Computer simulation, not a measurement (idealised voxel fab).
You're looking at the process module voxel self aligned vias.
We display cut, a cross-section 140 nm in width whose square cells are each 5 nm.
Cross-section spec: square-cell grid; bands listed top down; each band is one or more rows.
Band entry format. Leading values: height of top, height of bottom, nm. Remainder: materials in left-to-right order, each with its width in nm. Special words: "everywhere" on a single material, which then fills the band edge to edge; "blank", empty space.
Heights are measured from 0, the level below which the as-received wafer is all one material; the lowest band has no bottom and continues downward, written as in "0 nm and below".
Graded width ("30 to 40"): value in top row of band = first number; value in bottom row = second number; row-to-row change constant.
The designation "nothing got changed", where it is given for a processing step, indicates that no cell of the cross-section was altered in the course of that step.
Basically, "Non-vented voids" tells you about the enclosed voids: empty spaces with no open way to the top, 8 cells or bigger, each written width x height at distance, where distance is from the left edge, all in nm.
Post-settings text on a step line: simulator's own remark regarding the step.
The line of a step may include "overlay nm". On a step with a mask, this value is how far to the right of its planned place the mask lay. A negative value means the mask lay to the left.

This section lists the process steps that were planned:
1: RECEIVE (material Si)
2: CONFORMAL_DEP (material SiO2; thk nm 15)
3: CONFORMAL_DEP (material SiCN; thk nm 5)
4: DIRECTIONAL_DEP (material SiO2; thk nm 20)
5: MASKED_ETCH (tone open; mask id LINES; width nm 25; pitch nm 50; etch materials SiO2; depth nm 20; overlay nm 0)
6: CONFORMAL_DEP (material TiN; thk nm 5)
7: FILL_DEP (material W; thk nm 10)
8: CMP (height nm 40)
9: SELECTIVE_ETCH (etch materials W Ru TiN; depth nm 10)
10: FILL_DEP (material SiN; thk nm 5)
11: CMP (height nm 40)
12: DIRECTIONAL_DEP (material SiO2; thk nm 15)
13: PATTERN (tone open; mask id VIAS; material resist; width nm 35; thk nm 20; overlay nm 0)
14: DIRECTIONAL_ETCH (etch materials SiO2; depth nm 15)
15: DIRECTIONAL_ETCH (etch materials SiN; depth nm 10)
16: STRIP (etch materials resist)
17: CONFORMAL_DEP (material TiN; thk nm 5)
18: FILL_DEP (material Cu; thk nm 10)
19: CMP (height nm 55)
20: CONFORMAL_DEP (material SiN; thk nm 5)

Of two wafers, the first: run according to plan:

Cross-section of the wafer at receipt, which is the condition after step 1:
* 0 nm and below | Si everywhere
* Non-vented voids: none

Cross-section: wafer state after step 2:
* 15 nm to 0 nm | SiO2 everywhere
* Under the height 0 nothing was changed.

Cross-section: wafer state after step 3:
* 20 nm to 15 nm | SiCN everywhere
* Under the height 15 nothing was changed.

Cross-section: wafer state after step 4:
* 40 nm to 20 nm | SiO2 everywhere
* Under the height 20 nothing was changed.

Cross-section: wafer state after step 5:
* 40 nm to 20 nm | 30 SiO2, then 25 blank, then 25 SiO2, then 25 blank, then 35 SiO2
* Under the height 20 nothing was changed.

Cross-section: wafer state after step 6:
* 45 nm to 40 nm | 35 TiN, then 15 blank, then 35 TiN, then 15 blank, then 40 TiN
* 40 nm to 25 nm | 30 SiO2, then 5 TiN, then 15 blank, then 5 TiN, then 25 SiO2, then 5 TiN, then 15 blank, then 5 TiN, then 35 SiO2
* 25 nm to 20 nm | 30 SiO2, then 25 TiN, then 25 SiO2, then 25 TiN, then 35 SiO2
* Under the height 20 nothing was changed.

Cross-section: wafer state after step 7:
* 55 nm to 45 nm | W everywhere
* 45 nm to 40 nm | 35 TiN, then 15 W, then 35 TiN, then 15 W, then 40 TiN
* 40 nm to 25 nm | 30 SiO2, then 5 TiN, then 15 W, then 5 TiN, then 25 SiO2, then 5 TiN, then 15 W, then 5 TiN, then 35 SiO2
* Under the height 25 nothing was changed.

Cross-section: wafer state after step 8:
* 40 nm to 25 nm | 30 SiO2, then 5 TiN, then 15 W, then 5 TiN, then 25 SiO2, then 5 TiN, then 15 W, then 5 TiN, then 35 SiO2
* Under the height 25 nothing was changed.

Cross-section: wafer state after step 9:
* 40 nm to 30 nm | 30 SiO2, then 25 blank, then 25 SiO2, then 25 blank, then 35 SiO2
* Under the height 30 nothing was changed.

Cross-section: wafer state after step 10:
* 45 nm to 40 nm | SiN everywhere
* 40 nm to 30 nm | 30 SiO2, then 25 SiN, then 25 SiO2, then 25 SiN, then 35 SiO2
* Under the height 30 nothing was changed.

Cross-section: wafer state after step 11:
* 40 nm to 30 nm | 30 SiO2, then 25 SiN, then 25 SiO2, then 25 SiN, then 35 SiO2
* Under the height 30 nothing was changed.

Cross-section: wafer state after step 12:
* 55 nm to 40 nm | SiO2 everywhere
* Under the height 40 nothing was changed.

Cross-section: wafer state after step 13:
* 75 nm to 55 nm | 25 resist, then 35 blank, then 80 resist
* Under the height 55 nothing was changed.

Cross-section: wafer state after step 14:
* 75 nm to 55 nm | 25 resist, then 35 blank, then 80 resist
* 55 nm to 40 nm | 25 SiO2, then 35 blank, then 80 SiO2
* Under the height 40 nothing was changed.

Cross-section: wafer state after step 15:
* 75 nm to 55 nm | 25 resist, then 35 blank, then 80 resist
* 55 nm to 40 nm | 25 SiO2, then 35 blank, then 80 SiO2
* 40 nm to 30 nm | 30 SiO2, then 25 blank, then 25 SiO2, then 25 SiN, then 35 SiO2
* Under the height 30 nothing was changed.

Cross-section: wafer state after step 16:
* 55 nm to 40 nm | 25 SiO2, then 35 blank, then 80 SiO2
* Under the height 40 nothing was changed.

Cross-section: wafer state after step 17:
* 60 nm to 55 nm | 30 TiN, then 25 blank, then 85 TiN
* 55 nm to 45 nm | 25 SiO2, then 5 TiN, then 25 blank, then 5 TiN, then 80 SiO2
* 45 nm to 40 nm | 25 SiO2, then 10 TiN, then 15 blank, then 10 TiN, then 80 SiO2
* 40 nm to 35 nm | 30 SiO2, then 5 TiN, then 15 blank, then 5 TiN, then 25 SiO2, then 25 SiN, then 35 SiO2
* 35 nm to 30 nm | 30 SiO2, then 25 TiN, then 25 SiO2, then 25 SiN, then 35 SiO2
* Under the height 30 nothing was changed.

Cross-section: wafer state after step 18:
* 70 nm to 60 nm | Cu everywhere
* 60 nm to 55 nm | 30 TiN, then 25 Cu, then 85 TiN
* 55 nm to 45 nm | 25 SiO2, then 5 TiN, then 25 Cu, then 5 TiN, then 80 SiO2
* 45 nm to 40 nm | 25 SiO2, then 10 TiN, then 15 Cu, then 10 TiN, then 80 SiO2
* 40 nm to 35 nm | 30 SiO2, then 5 TiN, then 15 Cu, then 5 TiN, then 25 SiO2, then 25 SiN, then 35 SiO2
* Under the height 35 nothing was changed.

Cross-section: wafer state after step 19:
* 55 nm to 45 nm | 25 SiO2, then 5 TiN, then 25 Cu, then 5 TiN, then 80 SiO2
* Under the height 45 nothing was changed.

Cross-section: wafer state after step 20:
* 60 nm to 55 nm | SiN everywhere
* Under the height 55 nothing was changed.

Okay, second wafer. Nothing different at the start, nothing different in the plan, just one mistake somewhere in the running. As far as step 4, counting that step, it's the first wafer all over again:

Planned end of step 5: second wafer, cross-section:
* 40 nm to 20 nm | 20 SiO2, then 25 blank, then 25 SiO2, then 25 blank, then 45 SiO2
* Under the height 20 nothing was changed.

Planned end of step 6: second wafer, cross-section:
* 45 nm to 40 nm | 25 TiN, then 15 blank, then 35 TiN, then 15 blank, then 50 TiN
* 40 nm to 25 nm | 20 SiO2, then 5 TiN, then 15 blank, then 5 TiN, then 25 SiO2, then 5 TiN, then 15 blank, then 5 TiN, then 45 SiO2
* 25 nm to 20 nm | 20 SiO2, then 25 TiN, then 25 SiO2, then 25 TiN, then 45 SiO2
* Under the height 20 nothing was changed.

Planned end of step 7: second wafer, cross-section:
* 55 nm to 45 nm | W everywhere
* 45 nm to 40 nm | 25 TiN, then 15 W, then 35 TiN, then 15 W, then 50 TiN
* 40 nm to 25 nm | 20 SiO2, then 5 TiN, then 15 W, then 5 TiN, then 25 SiO2, then 5 TiN, then 15 W, then 5 TiN, then 45 SiO2
* Under the height 25 nothing was changed.

Planned end of step 8: second wafer, cross-section:
* 40 nm to 25 nm | 20 SiO2, then 5 TiN, then 15 W, then 5 TiN, then 25 SiO2, then 5 TiN, then 15 W, then 5 TiN, then 45 SiO2
* Under the height 25 nothing was changed.

Planned end of step 9: second wafer, cross-section:
* 40 nm to 30 nm | 20 SiO2, then 25 blank, then 25 SiO2, then 25 blank, then 45 SiO2
* Under the height 30 nothing was changed.

Planned end of step 10: second wafer, cross-section:
* 45 nm to 40 nm | SiN everywhere
* 40 nm to 30 nm | 20 SiO2, then 25 SiN, then 25 SiO2, then 25 SiN, then 45 SiO2
* Under the height 30 nothing was changed.

Planned end of step 11: second wafer, cross-section:
* 40 nm to 30 nm | 20 SiO2, then 25 SiN, then 25 SiO2, then 25 SiN, then 45 SiO2
* Under the height 30 nothing was changed.

Planned end of step 12: second wafer, cross-section:
* 55 nm to 40 nm | SiO2 everywhere
* Under the height 40 nothing was changed.

Planned end of step 13: second wafer, cross-section:
* 75 nm to 55 nm | 25 resist, then 35 blank, then 80 resist
* Under the height 55 nothing was changed.

Planned end of step 14: second wafer, cross-section:
* 75 nm to 55 nm | 25 resist, then 35 blank, then 80 resist
* 55 nm to 40 nm | 25 SiO2, then 35 blank, then 80 SiO2
* Under the height 40 nothing was changed.

Planned end of step 15: second wafer, cross-section:
* 75 nm to 55 nm | 25 resist, then 35 blank, then 80 resist
* 55 nm to 40 nm | 25 SiO2, then 35 blank, then 80 SiO2
* 40 nm to 30 nm | 20 SiO2, then 5 SiN, then 20 blank, then 25 SiO2, then 25 SiN, then 45 SiO2
* Under the height 30 nothing was changed.

Planned end of step 16: second wafer, cross-section:
* 55 nm to 40 nm | 25 SiO2, then 35 blank, then 80 SiO2
* Under the height 40 nothing was changed.

Planned end of step 17: second wafer, cross-section:
* 60 nm to 55 nm | 30 TiN, then 25 blank, then 85 TiN
* 55 nm to 45 nm | 25 SiO2, then 5 TiN, then 25 blank, then 5 TiN, then 80 SiO2
* 45 nm to 40 nm | 25 SiO2, then 5 TiN, then 10 blank, then 20 TiN, then 80 SiO2
* 40 nm to 35 nm | 20 SiO2, then 5 SiN, then 5 TiN, then 10 blank, then 5 TiN, then 25 SiO2, then 25 SiN, then 45 SiO2
* 35 nm to 30 nm | 20 SiO2, then 5 SiN, then 20 TiN, then 25 SiO2, then 25 SiN, then 45 SiO2
* Under the height 30 nothing was changed.

Planned end of step 18: second wafer, cross-section:
* 70 nm to 60 nm | Cu everywhere
* 60 nm to 55 nm | 30 TiN, then 25 Cu, then 85 TiN
* 55 nm to 45 nm | 25 SiO2, then 5 TiN, then 25 Cu, then 5 TiN, then 80 SiO2
* 45 nm to 40 nm | 25 SiO2, then 5 TiN, then 10 Cu, then 20 TiN, then 80 SiO2
* 40 nm to 35 nm | 20 SiO2, then 5 SiN, then 5 TiN, then 10 Cu, then 5 TiN, then 25 SiO2, then 25 SiN, then 45 SiO2
* Under the height 35 nothing was changed.

Planned end of step 19: second wafer, cross-section:
* 55 nm to 45 nm | 25 SiO2, then 5 TiN, then 25 Cu, then 5 TiN, then 80 SiO2
* Under the height 45 nothing was changed.

Planned end of step 20: second wafer, cross-section:
* 60 nm to 55 nm | SiN everywhere
* Under the height 55 nothing was changed.
Deviation from plan: step 5: run off-plan, actual operation and settings MASKED_ETCH (tone open; mask id LINES; width nm 25; pitch nm 50; etch materials SiO2; depth nm 20; overlay nm -10)
It is noted that, at the conclusion of processing, the second wafer exhibits a higher or lower cell count for certain materials relative to the first: -2 Cu, +2 SiN
